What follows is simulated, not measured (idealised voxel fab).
process module | voxel tone inversion
cross-section cut | 180 nm wide | cells 5 nm
A cross-section is a grid of square cells, given in bands from the top down. A band is one or more rows of cells.
Each band's line starts with the height of the band's top and of its bottom, in nm. Then come its materials from left to right, each with its width in nm. One material with "throughout" fills the band from edge to edge. "air" is empty space.
Height 0 is the level under which the wafer as received is all one material. The lowest band goes on downwards, as in "0 down".
A width such as "30 to 40" changes by the same amount from each row of cells to the next, from the band's top row to its bottom row.
"no change" after a step means that no cell of the cross-section changed.
closed voids: empty space of 8 cells or more with no open way to the top, each as width x height at its distance from the left edge, in nm
after a step's settings: what the simulator itself notes on the step
overlay nm, on a step with a mask: how far to the right of its planned place the mask lay; to the left if negative
plan
1 op RECEIVE | material Si
2 op CONFORMAL_DEP | material SiCN | thk nm 5
3 op DIRECTIONAL_DEP | material aC | thk nm 15
4 op PATTERN | tone cover | mask id POSTS | material resist | width nm 15 | pitch nm 45 | thk nm 25 | overlay nm 0
5 op DIRECTIONAL_ETCH | etch materials aC | depth nm 15
6 op STRIP | etch materials resist
7 op FILL_DEP | material SiO2 | thk nm 10
8 op CMP | height nm 20
9 op STRIP | etch materials aC
varied across the wafers: width nm of step 4. The plan shows the first wafer's value. All wafers start alike
first wafer as received, after step 1
  0 down: Si throughout
  closed voids: none
each wafer at the end: cells of each material gained (+) or lost (-) since it was received, then its closed voids
width nm 15 | +36 SiCN | +90 SiO2 | closed voids: none
width nm 20 | +36 SiCN | +84 SiO2 | closed voids: none
width nm 25 | +36 SiCN | +78 SiO2 | closed voids: none
width nm 30 | +36 SiCN | +72 SiO2 | closed voids: none
